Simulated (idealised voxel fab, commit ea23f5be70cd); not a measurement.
You're looking at the process module voxel ribs on slabs.
Pictured: cross-section cut, 275 nm wide, on a grid of 5 nm square cells.
Format of a cross-section: grid, square cells. Given as bands. Order: top down. Band: one or more rows of cells.
Top height, bottom height, nm. Materials left to right, width each, nm. Single material + "full width" = fills band edge to edge. "air" = empty.
It should be noted that heights are counted from 0, beneath which the wafer as supplied is of one material throughout, and that the lowest band possesses no lower boundary but continues downward, as written in "0 down".
You'd read "30 to 40" like this: the band's top row of cells is as wide as the first number, its bottom row is as wide as the second, and going down, every row changes width by the same amount as the row before did.
What does "same as before" mean for a step? It means no cell of the cross-section changed in that step.
Entry "Enclosed cavities" = empty spaces >= 8 cells with no open way to the top; each as width x height at distance, distance from left edge, all nm.
Post-settings text on a step line: simulator's own remark regarding the step.
A step line may carry the setting "overlay nm", which, for steps involving a mask, states the distance by which the mask lay to the right of its intended position; negative values denote displacement to the left.
[Set out below are the planned steps of the process]
1,RECEIVE with material Si
2,DIRECTIONAL_DEP with material SiO2, thk nm 30
3,DIRECTIONAL_DEP with material SiN, thk nm 25
4,PATTERN with tone cover, mask id RIB, material resist, width nm 30, thk nm 20, overlay nm 0
5,DIRECTIONAL_ETCH with etch materials SiN, depth nm 10
6,STRIP with etch materials resist
7,DIRECTIONAL_DEP with material aC, thk nm 10
8,PATTERN with tone cover, mask id SLAB, material resist, width nm 60, thk nm 30, overlay nm 0
9,DIRECTIONAL_ETCH with etch materials aC, depth nm 10
10,STRIP with etch materials resist
11,DIRECTIONAL_ETCH with etch materials SiN, depth nm 15
12,STRIP with etch materials aC
13,FILL_DEP with material SiO2, thk nm 20
14,CMP with height nm 70
15,DIRECTIONAL_DEP with material TiN, thk nm 10
16,DIRECTIONAL_DEP with material aC, thk nm 15
17,PATTERN with tone cover, mask id HEATER, material resist, width nm 40, thk nm 35, overlay nm 0
18,DIRECTIONAL_ETCH with etch materials aC, depth nm 15
19,STRIP with etch materials resist
20,DIRECTIONAL_ETCH with etch materials TiN, depth nm 10
21,STRIP with etch materials aC
22,CONFORMAL_DEP with material SiO2, thk nm 5
[Run as planned: first of two wafers]
[Here's what the wafer looked like in cross-section when it arrived - that's after step 1]
	0 down: Si full width
	Enclosed cavities: none
[So this is the wafer cross-section right after step 2]
	30 to 0: SiO2 full width
	Under 0: no change, same as before.
[So this is the wafer cross-section right after step 3]
	55 to 30: SiN full width
	Under 30: no change, same as before.
[So this is the wafer cross-section right after step 4]
	75 to 55: air (120) / resist (30) / air (125)
	Under 55: no change, same as before.
[So this is the wafer cross-section right after step 5]
	75 to 55: air (120) / resist (30) / air (125)
	55 to 45: air (120) / SiN (30) / air (125)
	Under 45: no change, same as before.
[So this is the wafer cross-section right after step 6]
	55 to 45: air (120) / SiN (30) / air (125)
	Under 45: no change, same as before.
[So this is the wafer cross-section right after step 7]
	65 to 55: air (120) / aC (30) / air (125)
	55 to 45: aC (120) / SiN (30) / aC (125)
	Under 45: no change, same as before.
[So this is the wafer cross-section right after step 8]
	95 to 65: air (105) / resist (60) / air (110)
	65 to 55: air (105) / resist (15) / aC (30) / resist (15) / air (110)
	Under 55: no change, same as before.
[So this is the wafer cross-section right after step 9]
	85 to 65: air (105) / resist (60) / air (110)
	65 to 55: air (105) / resist (15) / aC (30) / resist (15) / air (110)
	55 to 45: air (105) / aC (15) / SiN (30) / aC (15) / air (110)
	Under 45: no change, same as before.
[So this is the wafer cross-section right after step 10]
	65 to 55: air (120) / aC (30) / air (125)
	Under 55: no change, same as before.
[So this is the wafer cross-section right after step 11]
	65 to 55: air (120) / aC (30) / air (125)
	55 to 45: air (105) / aC (15) / SiN (30) / aC (15) / air (110)
	45 to 30: air (105) / SiN (60) / air (110)
	Under 30: no change, same as before.
[So this is the wafer cross-section right after step 12]
	55 to 45: air (120) / SiN (30) / air (125)
	Under 45: no change, same as before.
[So this is the wafer cross-section right after step 13]
	75 to 55: SiO2 full width
	55 to 45: SiO2 (120) / SiN (30) / SiO2 (125)
	45 to 30: SiO2 (105) / SiN (60) / SiO2 (110)
	Under 30: no change, same as before.
[So this is the wafer cross-section right after step 14]
	70 to 55: SiO2 full width
	Under 55: no change, same as before.
[So this is the wafer cross-section right after step 15]
	80 to 70: TiN full width
	Under 70: no change, same as before.
[So this is the wafer cross-section right after step 16]
	95 to 80: aC full width
	Under 80: no change, same as before.
[So this is the wafer cross-section right after step 17]
	130 to 95: air (115) / resist (40) / air (120)
	Under 95: no change, same as before.
[So this is the wafer cross-section right after step 18]
	115 to 95: air (115) / resist (40) / air (120)
	95 to 80: air (115) / aC (40) / air (120)
	Under 80: no change, same as before.
[So this is the wafer cross-section right after step 19]
	95 to 80: air (115) / aC (40) / air (120)
	Under 80: no change, same as before.
[So this is the wafer cross-section right after step 20]
	95 to 80: air (115) / aC (40) / air (120)
	80 to 70: air (115) / TiN (40) / air (120)
	Under 70: no change, same as before.
[So this is the wafer cross-section right after step 21]
	80 to 70: air (115) / TiN (40) / air (120)
	Under 70: no change, same as before.
[So this is the wafer cross-section right after step 22]
	85 to 80: air (110) / SiO2 (50) / air (115)
	80 to 75: air (110) / SiO2 (5) / TiN (40) / SiO2 (5) / air (115)
	75 to 70: SiO2 (115) / TiN (40) / SiO2 (120)
	Under 70: no change, same as before.
[For the second wafer, take the first wafer's start and plan, then add one mistake made in running it; everything through step 1, that step included, is shared with the first]
[when step 2 should have ended]
	40 to 0: SiO2 full width
	Under 0: no change, same as before.
[when step 3 should have ended]
	65 to 40: SiN full width
	Under 40: no change, same as before.
[when step 4 should have ended]
	85 to 65: air (120) / resist (30) / air (125)
	Under 65: no change, same as before.
[when step 5 should have ended]
	85 to 65: air (120) / resist (30) / air (125)
	65 to 55: air (120) / SiN (30) / air (125)
	Under 55: no change, same as before.
[when step 6 should have ended]
	65 to 55: air (120) / SiN (30) / air (125)
	Under 55: no change, same as before.
[when step 7 should have ended]
	75 to 65: air (120) / aC (30) / air (125)
	65 to 55: aC (120) / SiN (30) / aC (125)
	Under 55: no change, same as before.
[when step 8 should have ended]
	105 to 75: air (105) / resist (60) / air (110)
	75 to 65: air (105) / resist (15) / aC (30) / resist (15) / air (110)
	Under 65: no change, same as before.
[when step 9 should have ended]
	95 to 75: air (105) / resist (60) / air (110)
	75 to 65: air (105) / resist (15) / aC (30) / resist (15) / air (110)
	65 to 55: air (105) / aC (15) / SiN (30) / aC (15) / air (110)
	Under 55: no change, same as before.
[when step 10 should have ended]
	75 to 65: air (120) / aC (30) / air (125)
	Under 65: no change, same as before.
[when step 11 should have ended]
	75 to 65: air (120) / aC (30) / air (125)
	65 to 55: air (105) / aC (15) / SiN (30) / aC (15) / air (110)
	55 to 40: air (105) / SiN (60) / air (110)
	Under 40: no change, same as before.
[when step 12 should have ended]
	65 to 55: air (120) / SiN (30) / air (125)
	Under 55: no change, same as before.
[when step 13 should have ended]
	85 to 65: SiO2 full width
	65 to 55: SiO2 (120) / SiN (30) / SiO2 (125)
	55 to 40: SiO2 (105) / SiN (60) / SiO2 (110)
	Under 40: no change, same as before.
[when step 14 should have ended]
	70 to 65: SiO2 full width
	Under 65: no change, same as before.
[when step 15 should have ended]
	80 to 70: TiN full width
	Under 70: no change, same as before.
[when step 16 should have ended]
	95 to 80: aC full width
	Under 80: no change, same as before.
[when step 17 should have ended]
	130 to 95: air (115) / resist (40) / air (120)
	Under 95: no change, same as before.
[when step 18 should have ended]
	115 to 95: air (115) / resist (40) / air (120)
	95 to 80: air (115) / aC (40) / air (120)
	Under 80: no change, same as before.
[when step 19 should have ended]
	95 to 80: air (115) / aC (40) / air (120)
	Under 80: no change, same as before.
[when step 20 should have ended]
	95 to 80: air (115) / aC (40) / air (120)
	80 to 70: air (115) / TiN (40) / air (120)
	Under 70: no change, same as before.
[when step 21 should have ended]
	80 to 70: air (115) / TiN (40) / air (120)
	Under 70: no change, same as before.
[when step 22 should have ended]
	85 to 80: air (110) / SiO2 (50) / air (115)
	80 to 75: air (110) / SiO2 (5) / TiN (40) / SiO2 (5) / air (115)
	75 to 70: SiO2 (115) / TiN (40) / SiO2 (120)
	Under 70: no change, same as before.
Misprocessing identified: step 2 ran as: DIRECTIONAL_DEP with material SiO2, thk nm 40
In the final comparison it is observed that the number of cells assigned to each material is identical for the two wafers, whereas their placement is not.
